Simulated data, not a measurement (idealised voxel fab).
process module | voxel spacer lines
cross-section cut | 260 nm wide | cells 5 nm
A cross-section is a grid of square cells, given in bands from the top down. A band is one or more rows of cells.
Each band's line starts with the height of the band's top and of its bottom, in nm. Then come its materials from left to right, each with its width in nm. One material with "throughout" fills the band from edge to edge. "air" is empty space.
Height 0 is the level under which the wafer as received is all one material. The lowest band goes on downwards, as in "0 down".
A width such as "30 to 40" changes by the same amount from each row of cells to the next, from the band's top row to its bottom row.
"no change" after a step means that no cell of the cross-section changed.
closed voids: empty space of 8 cells or more with no open way to the top, each as width x height at its distance from the left edge, in nm
after a step's settings: what the simulator itself notes on the step
overlay nm, on a step with a mask: how far to the right of its planned place the mask lay; to the left if negative
plan
1 op RECEIVE | material Si
2 op CONFORMAL_DEP | material Al2O3 | thk nm 5
3 op DIRECTIONAL_DEP | material SiN | thk nm 10
4 op DIRECTIONAL_DEP | material aC | thk nm 20
5 op PATTERN | tone cover | mask id MANDREL | material resist | width nm 25 | pitch nm 70 | thk nm 30 | overlay nm 0
6 op DIRECTIONAL_ETCH | etch materials aC | depth nm 20
7 op STRIP | etch materials resist
8 op CONFORMAL_DEP | material SiO2 | thk nm 10
9 op DIRECTIONAL_ETCH | etch materials SiO2 | depth nm 10
10 op STRIP | etch materials aC
11 op DIRECTIONAL_ETCH | etch materials SiN | depth nm 10
12 op STRIP | etch materials SiO2
13 op FILL_DEP | material SiO2 | thk nm 10
14 op CMP | height nm 15
as received, after step 1
  0 down: Si throughout
  closed voids: none
a wafer at the end: this start, this plan, one mistake
  15 to 10: SiO2 throughout
  10 to 5: SiO2 35 | SiN 10 | SiO2 25 | SiN 10 | SiO2 25 | SiN 10 | SiO2 25 | SiN 10 | SiO2 25 | SiN 10 | SiO2 25 | SiN 10 | SiO2 40
  5 to 0: Al2O3 throughout
  0 down: Si throughout
  closed voids: none
what went wrong: step 3 ran as: op DIRECTIONAL_DEP | material SiN | thk nm 5
